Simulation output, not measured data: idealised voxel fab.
The following process module bears the name voxel gate over fins.
Cross-section cut spans 280 nm and uses square cells 5 nm in size.
Format of a cross-section: grid, square cells. Given as bands. Order: top down. Band: one or more rows of cells. Top, bottom (nm), then materials left to right with widths (nm); lone material tagged "everywhere" fills the whole band edge to edge; "empty" = empty space. It should be noted that heights are counted from 0, beneath which the wafer as supplied is of one material throughout, and that the lowest band possesses no lower boundary but continues downward, as written in "top 0, no bottom". Per-row width for "30 to 40": begins at first number (top row of band), ends at second number (bottom row), increment between rows held constant. Take "no alterations made" at face value: in the step it is given for, the cross-section changed in none of its cells. Voids not open to the top, 8 cells minimum: see "Sealed void listing". Written width x height at distance; distance is from the left edge; nm. On each step's line, the part that comes after the settings is the simulator's own comment on the step. overlay nm: for a step with a mask, the amount by which the mask lay right of where it was planned; a negative amount means left of it.
Below is the list of planned process steps
1) RECEIVE (material Si)
2) CONFORMAL_DEP (material SiN; thk nm 10)
3) MASKED_ETCH (tone cover; mask id FINS; width nm 15; pitch nm 55; etch materials SiN; depth nm 10; overlay nm 0)
4) MASKED_ETCH (tone cover; mask id FINS; width nm 15; pitch nm 55; etch materials Si; depth nm 30; overlay nm 0)
5) OXIDIZE (depth nm 5)
6) FILL_DEP (material SiO2; thk nm 5)
7) CMP (height nm 10)
8) PATTERN (tone open; mask id RAIL; material resist; width nm 15; thk nm 15; overlay nm 0)
9) DIRECTIONAL_ETCH (etch materials SiO2; depth nm 35)
10) STRIP (etch materials resist)
11) CONFORMAL_DEP (material TiN; thk nm 5)
12) FILL_DEP (material Ru; thk nm 10)
13) CMP (height nm 10)
14) SELECTIVE_ETCH (etch materials W Ru TiN; depth nm 25)
15) FILL_DEP (material SiO2; thk nm 5)
16) CMP (height nm 10)
17) SELECTIVE_ETCH (etch materials SiO2; depth nm 20)
18) STRIP (etch materials SiN)
19) CONFORMAL_DEP (material HfO2; thk nm 5)
20) CONFORMAL_DEP (material TiN; thk nm 5)
21) FILL_DEP (material W; thk nm 10)
22) CMP (height nm 15)
23) CONFORMAL_DEP (material SiN; thk nm 5)
Account of the first of two wafers, which was processed as intended
Delivered wafer in cross-section: state after step 1
> top 0, no bottom  Si everywhere
> Sealed void listing: none
So this is the wafer cross-section right after step 2
> top 10, bottom 0  SiN everywhere
> Everything under 0 stays put, no change at all.
So this is the wafer cross-section right after step 3
> top 10, bottom 0  empty=50 / SiN=15 / empty=40 / SiN=15 / empty=40 / SiN=15 / empty=40 / SiN=15 / empty=50
> Everything under 0 stays put, no change at all.
So this is the wafer cross-section right after step 4
> top 10, bottom 0  empty=50 / SiN=15 / empty=40 / SiN=15 / empty=40 / SiN=15 / empty=40 / SiN=15 / empty=50
> top 0, bottom -30  empty=50 / Si=15 / empty=40 / Si=15 / empty=40 / Si=15 / empty=40 / Si=15 / empty=50
> Everything under -30 stays put, no change at all.
So this is the wafer cross-section right after step 5
> top 10, bottom 0  empty=50 / SiN=15 / empty=40 / SiN=15 / empty=40 / SiN=15 / empty=40 / SiN=15 / empty=50
> top 0, bottom -30  empty=50 / SiO2=5 / Si=5 / SiO2=5 / empty=40 / SiO2=5 / Si=5 / SiO2=5 / empty=40 / SiO2=5 / Si=5 / SiO2=5 / empty=40 / SiO2=5 / Si=5 / SiO2=5 / empty=50
> top -30, bottom -35  SiO2=55 / Si=5 / SiO2=50 / Si=5 / SiO2=50 / Si=5 / SiO2=50 / Si=5 / SiO2=55
> Everything under -35 stays put, no change at all.
So this is the wafer cross-section right after step 6
> top 15, bottom 10  SiO2 everywhere
> top 10, bottom 0  SiO2=50 / SiN=15 / SiO2=40 / SiN=15 / SiO2=40 / SiN=15 / SiO2=40 / SiN=15 / SiO2=50
> top 0, bottom -35  SiO2=55 / Si=5 / SiO2=50 / Si=5 / SiO2=50 / Si=5 / SiO2=50 / Si=5 / SiO2=55
> Everything under -35 stays put, no change at all.
So this is the wafer cross-section right after step 7
> top 10, bottom 0  SiO2=50 / SiN=15 / SiO2=40 / SiN=15 / SiO2=40 / SiN=15 / SiO2=40 / SiN=15 / SiO2=50
> Everything under 0 stays put, no change at all.
So this is the wafer cross-section right after step 8
> top 25, bottom 10  resist=75 / empty=15 / resist=190
> Everything under 10 stays put, no change at all.
So this is the wafer cross-section right after step 9
> top 25, bottom 10  resist=75 / empty=15 / resist=190
> top 10, bottom 0  SiO2=50 / SiN=15 / SiO2=10 / empty=15 / SiO2=15 / SiN=15 / SiO2=40 / SiN=15 / SiO2=40 / SiN=15 / SiO2=50
> top 0, bottom -25  SiO2=55 / Si=5 / SiO2=15 / empty=15 / SiO2=20 / Si=5 / SiO2=50 / Si=5 / SiO2=50 / Si=5 / SiO2=55
> Everything under -25 stays put, no change at all.
So this is the wafer cross-section right after step 10
> top 10, bottom 0  SiO2=50 / SiN=15 / SiO2=10 / empty=15 / SiO2=15 / SiN=15 / SiO2=40 / SiN=15 / SiO2=40 / SiN=15 / SiO2=50
> Everything under 0 stays put, no change at all.
So this is the wafer cross-section right after step 11
> top 15, bottom 10  TiN=80 / empty=5 / TiN=195
> top 10, bottom 0  SiO2=50 / SiN=15 / SiO2=10 / TiN=5 / empty=5 / TiN=5 / SiO2=15 / SiN=15 / SiO2=40 / SiN=15 / SiO2=40 / SiN=15 / SiO2=50
> top 0, bottom -20  SiO2=55 / Si=5 / SiO2=15 / TiN=5 / empty=5 / TiN=5 / SiO2=20 / Si=5 / SiO2=50 / Si=5 / SiO2=50 / Si=5 / SiO2=55
> top -20, bottom -25  SiO2=55 / Si=5 / SiO2=15 / TiN=15 / SiO2=20 / Si=5 / SiO2=50 / Si=5 / SiO2=50 / Si=5 / SiO2=55
> Everything under -25 stays put, no change at all.
So this is the wafer cross-section right after step 12
> top 25, bottom 15  Ru everywhere
> top 15, bottom 10  TiN=80 / Ru=5 / TiN=195
> top 10, bottom 0  SiO2=50 / SiN=15 / SiO2=10 / TiN=5 / Ru=5 / TiN=5 / SiO2=15 / SiN=15 / SiO2=40 / SiN=15 / SiO2=40 / SiN=15 / SiO2=50
> top 0, bottom -20  SiO2=55 / Si=5 / SiO2=15 / TiN=5 / Ru=5 / TiN=5 / SiO2=20 / Si=5 / SiO2=50 / Si=5 / SiO2=50 / Si=5 / SiO2=55
> Everything under -20 stays put, no change at all.
So this is the wafer cross-section right after step 13
> top 10, bottom 0  SiO2=50 / SiN=15 / SiO2=10 / TiN=5 / Ru=5 / TiN=5 / SiO2=15 / SiN=15 / SiO2=40 / SiN=15 / SiO2=40 / SiN=15 / SiO2=50
> Everything under 0 stays put, no change at all.
So this is the wafer cross-section right after step 14
> top 10, bottom 0  SiO2=50 / SiN=15 / SiO2=10 / empty=15 / SiO2=15 / SiN=15 / SiO2=40 / SiN=15 / SiO2=40 / SiN=15 / SiO2=50
> top 0, bottom -15  SiO2=55 / Si=5 / SiO2=15 / empty=15 / SiO2=20 / Si=5 / SiO2=50 / Si=5 / SiO2=50 / Si=5 / SiO2=55
> Everything under -15 stays put, no change at all.
So this is the wafer cross-section right after step 15
> top 15, bottom 10  SiO2 everywhere
> top 10, bottom 0  SiO2=50 / SiN=15 / SiO2=40 / SiN=15 / SiO2=40 / SiN=15 / SiO2=40 / SiN=15 / SiO2=50
> top 0, bottom -15  SiO2=55 / Si=5 / SiO2=50 / Si=5 / SiO2=50 / Si=5 / SiO2=50 / Si=5 / SiO2=55
> Everything under -15 stays put, no change at all.
So this is the wafer cross-section right after step 16
> top 10, bottom 0  SiO2=50 / SiN=15 / SiO2=40 / SiN=15 / SiO2=40 / SiN=15 / SiO2=40 / SiN=15 / SiO2=50
> Everything under 0 stays put, no change at all.
So this is the wafer cross-section right after step 17
> top 10, bottom 0  empty=50 / SiN=15 / empty=40 / SiN=15 / empty=40 / SiN=15 / empty=40 / SiN=15 / empty=50
> top 0, bottom -10  empty=55 / Si=5 / empty=50 / Si=5 / empty=50 / Si=5 / empty=50 / Si=5 / empty=55
> Everything under -10 stays put, no change at all.
So this is the wafer cross-section right after step 18
> top 0, bottom -10  empty=55 / Si=5 / empty=50 / Si=5 / empty=50 / Si=5 / empty=50 / Si=5 / empty=55
> Everything under -10 stays put, no change at all.
So this is the wafer cross-section right after step 19
> top 5, bottom 0  empty=50 / HfO2=15 / empty=40 / HfO2=15 / empty=40 / HfO2=15 / empty=40 / HfO2=15 / empty=50
> top 0, bottom -5  empty=50 / HfO2=5 / Si=5 / HfO2=5 / empty=40 / HfO2=5 / Si=5 / HfO2=5 / empty=40 / HfO2=5 / Si=5 / HfO2=5 / empty=40 / HfO2=5 / Si=5 / HfO2=5 / empty=50
> top -5, bottom -10  HfO2=55 / Si=5 / HfO2=50 / Si=5 / HfO2=50 / Si=5 / HfO2=50 / Si=5 / HfO2=55
> Everything under -10 stays put, no change at all.
So this is the wafer cross-section right after step 20
> top 10, bottom 5  empty=45 / TiN=25 / empty=30 / TiN=25 / empty=30 / TiN=25 / empty=30 / TiN=25 / empty=45
> top 5, bottom 0  empty=45 / TiN=5 / HfO2=15 / TiN=5 / empty=30 / TiN=5 / HfO2=15 / TiN=5 / empty=30 / TiN=5 / HfO2=15 / TiN=5 / empty=30 / TiN=5 / HfO2=15 / TiN=5 / empty=45
> top 0, bottom -5  TiN=50 / HfO2=5 / Si=5 / HfO2=5 / TiN=40 / HfO2=5 / Si=5 / HfO2=5 / TiN=40 / HfO2=5 / Si=5 / HfO2=5 / TiN=40 / HfO2=5 / Si=5 / HfO2=5 / TiN=50
> Everything under -5 stays put, no change at all.
So this is the wafer cross-section right after step 21
> top 20, bottom 10  W everywhere
> top 10, bottom 5  W=45 / TiN=25 / W=30 / TiN=25 / W=30 / TiN=25 / W=30 / TiN=25 / W=45
> top 5, bottom 0  W=45 / TiN=5 / HfO2=15 / TiN=5 / W=30 / TiN=5 / HfO2=15 / TiN=5 / W=30 / TiN=5 / HfO2=15 / TiN=5 / W=30 / TiN=5 / HfO2=15 / TiN=5 / W=45
> Everything under 0 stays put, no change at all.
So this is the wafer cross-section right after step 22
> top 15, bottom 10  W everywhere
> Everything under 10 stays put, no change at all.
So this is the wafer cross-section right after step 23
> top 20, bottom 15  SiN everywhere
> Everything under 15 stays put, no change at all.
Second of two: same start, same plan, one run error; steps up to and including 5 match the first
Second wafer shown in cross-section at the time step 6 was slated to end
> top 15, bottom 10  Ru everywhere
> top 10, bottom 0  Ru=50 / SiN=15 / Ru=40 / SiN=15 / Ru=40 / SiN=15 / Ru=40 / SiN=15 / Ru=50
> top 0, bottom -30  Ru=50 / SiO2=5 / Si=5 / SiO2=5 / Ru=40 / SiO2=5 / Si=5 / SiO2=5 / Ru=40 / SiO2=5 / Si=5 / SiO2=5 / Ru=40 / SiO2=5 / Si=5 / SiO2=5 / Ru=50
> Everything under -30 stays put, no change at all.
Second wafer shown in cross-section at the time step 7 was slated to end
> top 10, bottom 0  Ru=50 / SiN=15 / Ru=40 / SiN=15 / Ru=40 / SiN=15 / Ru=40 / SiN=15 / Ru=50
> Everything under 0 stays put, no change at all.
Second wafer shown in cross-section at the time step 8 was slated to end
> top 25, bottom 10  resist=75 / empty=15 / resist=190
> Everything under 10 stays put, no change at all.
Second wafer shown in cross-section at the time step 9 was slated to end: no alterations made
Second wafer shown in cross-section at the time step 10 was slated to end
> top 10, bottom 0  Ru=50 / SiN=15 / Ru=40 / SiN=15 / Ru=40 / SiN=15 / Ru=40 / SiN=15 / Ru=50
> Everything under 0 stays put, no change at all.
Second wafer shown in cross-section at the time step 11 was slated to end
> top 15, bottom 10  TiN everywhere
> Everything under 10 stays put, no change at all.
Second wafer shown in cross-section at the time step 12 was slated to end
> top 25, bottom 15  Ru everywhere
> Everything under 15 stays put, no change at all.
Second wafer shown in cross-section at the time step 13 was slated to end
> top 10, bottom 0  Ru=50 / SiN=15 / Ru=40 / SiN=15 / Ru=40 / SiN=15 / Ru=40 / SiN=15 / Ru=50
> Everything under 0 stays put, no change at all.
Second wafer shown in cross-section at the time step 14 was slated to end
> top 10, bottom 0  empty=50 / SiN=15 / empty=40 / SiN=15 / empty=40 / SiN=15 / empty=40 / SiN=15 / empty=50
> top 0, bottom -15  empty=50 / SiO2=5 / Si=5 / SiO2=5 / empty=40 / SiO2=5 / Si=5 / SiO2=5 / empty=40 / SiO2=5 / Si=5 / SiO2=5 / empty=40 / SiO2=5 / Si=5 / SiO2=5 / empty=50
> Everything under -15 stays put, no change at all.
Second wafer shown in cross-section at the time step 15 was slated to end
> top 15, bottom 10  SiO2 everywhere
> top 10, bottom 0  SiO2=50 / SiN=15 / SiO2=40 / SiN=15 / SiO2=40 / SiN=15 / SiO2=40 / SiN=15 / SiO2=50
> top 0, bottom -15  SiO2=55 / Si=5 / SiO2=50 / Si=5 / SiO2=50 / Si=5 / SiO2=50 / Si=5 / SiO2=55
> Everything under -15 stays put, no change at all.
Second wafer shown in cross-section at the time step 16 was slated to end
> top 10, bottom 0  SiO2=50 / SiN=15 / SiO2=40 / SiN=15 / SiO2=40 / SiN=15 / SiO2=40 / SiN=15 / SiO2=50
> Everything under 0 stays put, no change at all.
Second wafer shown in cross-section at the time step 17 was slated to end
> top 10, bottom 0  empty=50 / SiN=15 / empty=40 / SiN=15 / empty=40 / SiN=15 / empty=40 / SiN=15 / empty=50
> top 0, bottom -10  empty=55 / Si=5 / empty=50 / Si=5 / empty=50 / Si=5 / empty=50 / Si=5 / empty=55
> Everything under -10 stays put, no change at all.
Second wafer shown in cross-section at the time step 18 was slated to end
> top 0, bottom -10  empty=55 / Si=5 / empty=50 / Si=5 / empty=50 / Si=5 / empty=50 / Si=5 / empty=55
> Everything under -10 stays put, no change at all.
Second wafer shown in cross-section at the time step 19 was slated to end
> top 5, bottom 0  empty=50 / HfO2=15 / empty=40 / HfO2=15 / empty=40 / HfO2=15 / empty=40 / HfO2=15 / empty=50
> top 0, bottom -5  empty=50 / HfO2=5 / Si=5 / HfO2=5 / empty=40 / HfO2=5 / Si=5 / HfO2=5 / empty=40 / HfO2=5 / Si=5 / HfO2=5 / empty=40 / HfO2=5 / Si=5 / HfO2=5 / empty=50
> top -5, bottom -10  HfO2=55 / Si=5 / HfO2=50 / Si=5 / HfO2=50 / Si=5 / HfO2=50 / Si=5 / HfO2=55
> Everything under -10 stays put, no change at all.
Second wafer shown in cross-section at the time step 20 was slated to end
> top 10, bottom 5  empty=45 / TiN=25 / empty=30 / TiN=25 / empty=30 / TiN=25 / empty=30 / TiN=25 / empty=45
> top 5, bottom 0  empty=45 / TiN=5 / HfO2=15 / TiN=5 / empty=30 / TiN=5 / HfO2=15 / TiN=5 / empty=30 / TiN=5 / HfO2=15 / TiN=5 / empty=30 / TiN=5 / HfO2=15 / TiN=5 / empty=45
> top 0, bottom -5  TiN=50 / HfO2=5 / Si=5 / HfO2=5 / TiN=40 / HfO2=5 / Si=5 / HfO2=5 / TiN=40 / HfO2=5 / Si=5 / HfO2=5 / TiN=40 / HfO2=5 / Si=5 / HfO2=5 / TiN=50
> Everything under -5 stays put, no change at all.
Second wafer shown in cross-section at the time step 21 was slated to end
> top 20, bottom 10  W everywhere
> top 10, bottom 5  W=45 / TiN=25 / W=30 / TiN=25 / W=30 / TiN=25 / W=30 / TiN=25 / W=45
> top 5, bottom 0  W=45 / TiN=5 / HfO2=15 / TiN=5 / W=30 / TiN=5 / HfO2=15 / TiN=5 / W=30 / TiN=5 / HfO2=15 / TiN=5 / W=30 / TiN=5 / HfO2=15 / TiN=5 / W=45
> Everything under 0 stays put, no change at all.
Second wafer shown in cross-section at the time step 22 was slated to end
> top 15, bottom 10  W everywhere
> Everything under 10 stays put, no change at all.
Second wafer shown in cross-section at the time step 23 was slated to end
> top 20, bottom 15  SiN everywhere
> Everything under 15 stays put, no change at all.
Nonconformance to the process plan: in deviation from the planned setting, step 6 was conducted as FILL_DEP (material Ru; thk nm 5)
Final comparison by cell count, materials where the second wafer has more or fewer than the first: Ru: 131 more; SiO2: 126 fewer; TiN: 5 fewer
